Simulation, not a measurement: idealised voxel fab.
The process module that follows is named voxel transistor to metal.
This is section cut - it's 210 nm across, gridded in 5 nm square cells.
Cross-section format: a grid of square cells, given as bands from top to bottom; each band is one or more rows of cells. Top height, bottom height, nm. Materials left to right, width each, nm. Single material + "edge to edge" = fills band edge to edge. "blank" = empty. Height 0 is the level under which the wafer as received is all one material. The lowest band goes on downwards, as in "0..down". Per-row width for "30->40": begins at first number (top row of band), ends at second number (bottom row), increment between rows held constant. It should be understood that the words "remained unchanged", when stated for a given step, signify that the cross-section underwent no change in any of its cells during that step. If an empty space has no open way to the top and is at least 8 cells in size, "Closed void table" lists it, written width x height at distance, where distance is measured from the left edge and every value is in nm. Whatever follows a step's settings on its line is a remark the simulator itself makes about that step. Steps that use a mask can have "overlay nm" on their line. It says how far the mask sat to the right of where it was meant to be. Negative means to the left.
The steps planned for the process are as follows:
| 1 | RECEIVE | material Si |
| 2 | CONFORMAL_DEP | material SiO2 | thk nm 5 |
| 3 | CONFORMAL_DEP | material SiN | thk nm 10 |
| 4 | DIRECTIONAL_DEP | material aC | thk nm 15 |
| 5 | PATTERN | tone cover | mask id ACTIVE | material resist | width nm 105 | thk nm 30 | overlay nm 0 |
| 6 | DIRECTIONAL_ETCH | etch materials aC | depth nm 15 |
| 7 | STRIP | etch materials resist |
| 8 | DIRECTIONAL_ETCH | etch materials SiN | depth nm 10 |
| 9 | DIRECTIONAL_ETCH | etch materials SiO2 | depth nm 5 |
| 10 | DIRECTIONAL_ETCH | etch materials Si | depth nm 35 |
| 11 | STRIP | etch materials aC |
| 12 | OXIDIZE | depth nm 5 |
| 13 | FILL_DEP | material SiO2 | thk nm 5 |
| 14 | CMP | height nm 15 |
| 15 | SELECTIVE_ETCH | etch materials SiO2 | depth nm 10 |
| 16 | STRIP | etch materials SiN |
| 17 | SELECTIVE_ETCH | etch materials SiO2 | depth nm 5 |
| 18 | OXIDIZE | depth nm 5 |
| 19 | DIRECTIONAL_DEP | material polySi | thk nm 30 |
| 20 | DIRECTIONAL_DEP | material SiCN | thk nm 15 |
| 21 | PATTERN | tone cover | mask id GATE | material resist | width nm 25 | thk nm 20 | overlay nm 0 |
| 22 | DIRECTIONAL_ETCH | etch materials SiCN | depth nm 25 |
| 23 | DIRECTIONAL_ETCH | etch materials polySi | depth nm 40 |
| 24 | STRIP | etch materials resist |
| 25 | CONFORMAL_DEP | material SiN | thk nm 5 |
| 26 | DIRECTIONAL_ETCH | etch materials SiN | depth nm 5 |
| 27 | DIRECTIONAL_ETCH | etch materials SiO2 | depth nm 5 |
| 28 | EPI | material pSi | thk nm 5 |
| 29 | FILL_DEP | material SiO2 | thk nm 5 |
| 30 | CMP | height nm 30 |
| 31 | STRIP | etch materials polySi |
| 32 | SELECTIVE_ETCH | etch materials SiO2 | depth nm 5 |
| 33 | CONFORMAL_DEP | material HfO2 | thk nm 5 |
| 34 | CONFORMAL_DEP | material TiN | thk nm 5 |
| 35 | FILL_DEP | material W | thk nm 10 |
| 36 | CMP | height nm 25 |
| 37 | DIRECTIONAL_DEP | material SiO2 | thk nm 15 |
| 38 | MASKED_ETCH | tone open | mask id CONTACT | width nm 15 | pitch nm 70 | etch materials SiO2 | depth nm 40 | overlay nm 0 |
| 39 | CONFORMAL_DEP | material TiN | thk nm 5 |
| 40 | FILL_DEP | material W | thk nm 10 |
| 41 | CMP | height nm 40 |
| 42 | DIRECTIONAL_DEP | material TiN | thk nm 5 |
| 43 | DIRECTIONAL_DEP | material Ru | thk nm 20 |
| 44 | MASKED_ETCH | tone cover | mask id METAL_1 | width nm 15 | pitch nm 70 | etch materials Ru | depth nm 20 | overlay nm 0 |
| 45 | MASKED_ETCH | tone cover | mask id METAL_1 | width nm 15 | pitch nm 70 | etch materials TiN | depth nm 5 | overlay nm 0 |
| 46 | FILL_DEP | material lowk | thk nm 5 |
| 47 | CMP | height nm 65 |
| 48 | CONFORMAL_DEP | material SiCN | thk nm 5 |
Wafers differ in thk nm at step 34; plan lists the first wafer's value; identical starting state.
Incoming state of the first of several wafers in cross-section: after step 1:
> 0..down | Si edge to edge
> Closed void table: none
Cross-section of the first of several wafers once the module has run through its last step, step 48:
> 70..65 | SiCN edge to edge
> 65..45 | 60 lowk; 15 Ru; 55 lowk; 15 Ru; 65 lowk
> 45..40 | 60 lowk; 15 TiN; 55 lowk; 15 TiN; 65 lowk
> 40..25 | 60 SiO2; 5 TiN; 5 W; 5 TiN; 55 SiO2; 5 TiN; 5 W; 5 TiN; 65 SiO2
> 25..5 | 60 SiO2; 5 TiN; 5 W; 5 TiN; 10 SiO2; 5 SiN; 5 HfO2; 5 TiN; 5 W; 5 TiN; 5 HfO2; 5 SiN; 10 SiO2; 5 TiN; 5 W; 5 TiN; 65 SiO2
> 5..0 | 60 SiO2; 15 TiN; 10 SiO2; 5 SiN; 5 HfO2; 15 TiN; 5 HfO2; 5 SiN; 10 SiO2; 15 TiN; 65 SiO2
> 0..-5 | 50 SiO2; 35 pSi; 35 HfO2; 35 pSi; 55 SiO2
> -5..-40 | 55 SiO2; 95 Si; 60 SiO2
> -40..down | Si edge to edge
> Closed void table: none
Cross-section of the last wafer at end of module:
> 70..65 | SiCN edge to edge
> 65..45 | 60 lowk; 15 Ru; 55 lowk; 15 Ru; 65 lowk
> 45..40 | 60 lowk; 15 TiN; 55 lowk; 15 TiN; 65 lowk
> 40..25 | 60 SiO2; 5 TiN; 5 W; 5 TiN; 55 SiO2; 5 TiN; 5 W; 5 TiN; 65 SiO2
> 25..5 | 60 SiO2; 5 TiN; 5 W; 5 TiN; 10 SiO2; 5 SiN; 5 HfO2; 15 TiN; 5 HfO2; 5 SiN; 10 SiO2; 5 TiN; 5 W; 5 TiN; 65 SiO2
> 5..0 | 60 SiO2; 15 TiN; 10 SiO2; 5 SiN; 5 HfO2; 15 TiN; 5 HfO2; 5 SiN; 10 SiO2; 15 TiN; 65 SiO2
> 0..-5 | 50 SiO2; 35 pSi; 35 HfO2; 35 pSi; 55 SiO2
> -5..-40 | 55 SiO2; 95 Si; 60 SiO2
> -40..down | Si edge to edge
> Closed void table: none
What follows is a table in which each wafer occupies a row; for the wafer as it stands at the close of the module, the row states, material by material, how many cells have been gained (+) or lost (-) since receipt, and then gives its closed voids:
thk nm 5 | +17 HfO2 | +24 Ru | -203 Si | +42 SiCN | +10 SiN | +435 SiO2 | +51 TiN | +18 W | +180 lowk | +14 pSi | Closed void table: none
thk nm 10 | +17 HfO2 | +24 Ru | -203 Si | +42 SiCN | +10 SiN | +435 SiO2 | +55 TiN | +14 W | +180 lowk | +14 pSi | Closed void table: none
thk nm 15 | +17 HfO2 | +24 Ru | -203 Si | +42 SiCN | +10 SiN | +435 SiO2 | +55 TiN | +14 W | +180 lowk | +14 pSi | Closed void table: none
thk nm 20 | +17 HfO2 | +24 Ru | -203 Si | +42 SiCN | +10 SiN | +435 SiO2 | +55 TiN | +14 W | +180 lowk | +14 pSi | Closed void table: none
